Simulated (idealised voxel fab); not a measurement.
Process module name: voxel self aligned vias
Square cell edge 5 nm, section width 300 nm, ID cut.
Reading order for cross-sections: top band down to bottom band. Underlying form: a grid of square cells. Band size: one or more rows of cells. The entry gives the band's vertical extent as a top height and a bottom height in nm, then its horizontal make-up as materials from left to right, each with a width in nm. "blank" stands for empty space; a single material marked "full width" fills the band edge to edge. For the purposes of this specification, 0 denotes the height below which the wafer in its as-received condition is composed wholly of one material, and the lowermost band, lacking a lower limit, extends downward without end, as expressed in "from 0 down". A two-number width, for instance "30 to 40", indicates that the width is equal to the first number in the top row of the band and to the second number in the bottom row, and that it changes by a constant amount per row of cells. What does "same as before" mean for a step? It means no cell of the cross-section changed in that step. Heads up: "Completely sealed voids" only lists the empty pockets with no open path to the top that are 8 cells or more, and it writes them as width x height at distance, distance from the left edge, in nm. Post-settings text on a step line: simulator's own remark regarding the step. The "overlay nm" setting may appear on a step's line; for a step that uses a mask, it gives how far to the right of its planned position the mask lay, and a negative value indicates the left.
-- The steps planned for the process are as follows
step 1: RECEIVE, material Si
step 2: CONFORMAL_DEP, material SiO2, thk nm 15
step 3: CONFORMAL_DEP, material SiCN, thk nm 5
step 4: DIRECTIONAL_DEP, material SiO2, thk nm 25
step 5: PATTERN, tone open, mask id LINES, material resist, width nm 20, pitch nm 60, thk nm 15, overlay nm 0
step 6: DIRECTIONAL_ETCH, etch materials SiO2, depth nm 25
step 7: STRIP, etch materials resist
step 8: CONFORMAL_DEP, material TiN, thk nm 5
step 9: FILL_DEP, material W, thk nm 10
step 10: CMP, height nm 45
step 11: SELECTIVE_ETCH, etch materials W Ru TiN, depth nm 5
step 12: FILL_DEP, material SiN, thk nm 5
step 13: CMP, height nm 45
step 14: DIRECTIONAL_DEP, material SiO2, thk nm 20
step 15: DIRECTIONAL_DEP, material aC, thk nm 10
step 16: PATTERN, tone open, mask id VIAS, material resist, width nm 40, pitch nm 60, thk nm 30, overlay nm 0
step 17: DIRECTIONAL_ETCH, etch materials aC, depth nm 10
step 18: STRIP, etch materials resist
step 19: DIRECTIONAL_ETCH, etch materials SiO2, depth nm 20
step 20: DIRECTIONAL_ETCH, etch materials SiN, depth nm 5
step 21: STRIP, etch materials aC
step 22: CONFORMAL_DEP, material TiN, thk nm 5
step 23: FILL_DEP, material Ru, thk nm 10
step 24: CMP, height nm 65
step 25: CONFORMAL_DEP, material SiN, thk nm 5
-- So this is the incoming wafer in cross-section - it's already been through step 1
* from 0 down  Si full width
* Completely sealed voids: none
-- Cross-section, end of module. Start: as above. Plan: as above. Execution: one mistake
* from 70 to 65  SiN full width
* from 65 to 50  SiO2=70 / TiN=5 / Ru=30 / TiN=5 / SiO2=20 / TiN=5 / Ru=30 / TiN=5 / SiO2=20 / TiN=5 / Ru=30 / TiN=5 / SiO2=70
* from 50 to 45  SiO2=70 / TiN=15 / Ru=10 / TiN=15 / SiO2=20 / TiN=15 / Ru=10 / TiN=15 / SiO2=20 / TiN=15 / Ru=10 / TiN=15 / SiO2=70
* from 45 to 40  SiO2=80 / TiN=20 / SiO2=40 / TiN=20 / SiO2=40 / TiN=20 / SiO2=80
* from 40 to 25  SiO2=80 / TiN=5 / W=10 / TiN=5 / SiO2=40 / TiN=5 / W=10 / TiN=5 / SiO2=40 / TiN=5 / W=10 / TiN=5 / SiO2=80
* from 25 to 20  SiO2=80 / TiN=20 / SiO2=40 / TiN=20 / SiO2=40 / TiN=20 / SiO2=80
* from 20 to 5  SiO2 full width
* from 5 to 0  SiCN full width
* from 0 down  Si full width
* Completely sealed voids: none
In executing the process, a mistake was made relative to the plan: steps 2 and 3 of the plan were run in the wrong order, each in the other's place
